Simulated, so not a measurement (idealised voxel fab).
Title: Process Module voxel self aligned vias
Displayed cross-section: cut, width of 235 nm, square cells sized 5 nm.
A cross-section is written here as square cells arranged in a grid, and it is given in bands from the top down, each band taking up one or more rows of cells.
Top height, bottom height, nm. Materials left to right, width each, nm. Single material + "everywhere" = fills band edge to edge. "blank" = empty.
All heights in this document are referenced to 0, defined as the level beneath which the wafer, as received, consists entirely of one material. The lowest band is not bounded below; it extends indefinitely downward and is written in the form "0 -> down".
Width: "30->40" (first number = top row, second number = bottom row, same change from row to row of cells).
When a step is marked "no alteration", none of the cells in the cross-section changed during that step.
Under "Closed void inventory" you'll find the enclosed gaps, the ones with no way out to the top, that are 8 cells or bigger; each reads width x height at distance, with distance counted from the left edge, everything in nm.
What comes after the settings on a step's line is commentary from the simulator itself on that step.
Steps that use a mask can have "overlay nm" on their line. It says how far the mask sat to the right of where it was meant to be. Negative means to the left.

-- The following list gives the planned process steps
1. op RECEIVE | material Si
2. op CONFORMAL_DEP | material SiO2 | thk nm 10
3. op CONFORMAL_DEP | material SiCN | thk nm 5
4. op DIRECTIONAL_DEP | material SiO2 | thk nm 20
5. op PATTERN | tone open | mask id LINES | material resist | width nm 20 | pitch nm 60 | thk nm 20 | overlay nm 0
6. op DIRECTIONAL_ETCH | etch materials SiO2 | depth nm 20
7. op STRIP | etch materials resist
8. op CONFORMAL_DEP | material TiN | thk nm 5
9. op FILL_DEP | material Ru | thk nm 5
10. op CMP | height nm 35
11. op SELECTIVE_ETCH | etch materials W Ru TiN | depth nm 10
12. op FILL_DEP | material SiN | thk nm 5
13. op CMP | height nm 35
14. op DIRECTIONAL_DEP | material SiO2 | thk nm 20
15. op DIRECTIONAL_DEP | material aC | thk nm 15
16. op PATTERN | tone open | mask id VIAS | material resist | width nm 30 | thk nm 35 | overlay nm 0
17. op DIRECTIONAL_ETCH | etch materials aC | depth nm 15
18. op STRIP | etch materials resist
19. op DIRECTIONAL_ETCH | etch materials SiO2 | depth nm 20
20. op DIRECTIONAL_ETCH | etch materials SiN | depth nm 10
21. op STRIP | etch materials aC
22. op CONFORMAL_DEP | material TiN | thk nm 5
23. op FILL_DEP | material Ru | thk nm 5
24. op CMP | height nm 55
25. op CONFORMAL_DEP | material SiN | thk nm 5

-- Shown in cross-section is the wafer as received, that is, as it stands after step 1
    0 -> down: Si everywhere
    Closed void inventory: none

-- End-of-module cross-section of the first of two wafers, processed as planned
    60 -> 55: SiN everywhere
    55 -> 40: 70 nm SiO2; 5 nm TiN; 20 nm Ru; 5 nm TiN; 135 nm SiO2
    40 -> 35: 70 nm SiO2; 10 nm TiN; 10 nm Ru; 10 nm TiN; 135 nm SiO2
    35 -> 30: 75 nm SiO2; 5 nm TiN; 10 nm Ru; 5 nm TiN; 40 nm SiO2; 20 nm SiN; 80 nm SiO2
    30 -> 25: 75 nm SiO2; 20 nm TiN; 40 nm SiO2; 20 nm SiN; 80 nm SiO2
    25 -> 20: 75 nm SiO2; 5 nm TiN; 10 nm Ru; 5 nm TiN; 40 nm SiO2; 5 nm TiN; 10 nm Ru; 5 nm TiN; 80 nm SiO2
    20 -> 15: 75 nm SiO2; 20 nm TiN; 40 nm SiO2; 20 nm TiN; 80 nm SiO2
    15 -> 10: SiCN everywhere
    10 -> 0: SiO2 everywhere
    0 -> down: Si everywhere
    Closed void inventory: none

-- second wafer at the end: like start, like plan, one mistake
    60 -> 55: SiN everywhere
    55 -> 40: 60 nm SiO2; 5 nm TiN; 20 nm Ru; 5 nm TiN; 145 nm SiO2
    40 -> 35: 60 nm SiO2; 20 nm TiN; 5 nm Ru; 5 nm TiN; 145 nm SiO2
    35 -> 30: 75 nm SiO2; 5 nm TiN; 5 nm Ru; 5 nm TiN; 5 nm SiN; 40 nm SiO2; 20 nm SiN; 80 nm SiO2
    30 -> 25: 75 nm SiO2; 15 nm TiN; 5 nm SiN; 40 nm SiO2; 20 nm SiN; 80 nm SiO2
    25 -> 20: 75 nm SiO2; 5 nm TiN; 10 nm Ru; 5 nm TiN; 40 nm SiO2; 5 nm TiN; 10 nm Ru; 5 nm TiN; 80 nm SiO2
    20 -> 15: 75 nm SiO2; 20 nm TiN; 40 nm SiO2; 20 nm TiN; 80 nm SiO2
    15 -> 10: SiCN everywhere
    10 -> 0: SiO2 everywhere
    0 -> down: Si everywhere
    Closed void inventory: none
Nonconformance to the process plan: contrary to plan, step 16 was performed as op PATTERN | tone open | mask id VIAS | material resist | width nm 30 | thk nm 35 | overlay nm -10
End check, counted in cells, second wafer has more or fewer of these materials than the first: -2 Ru; +2 SiN
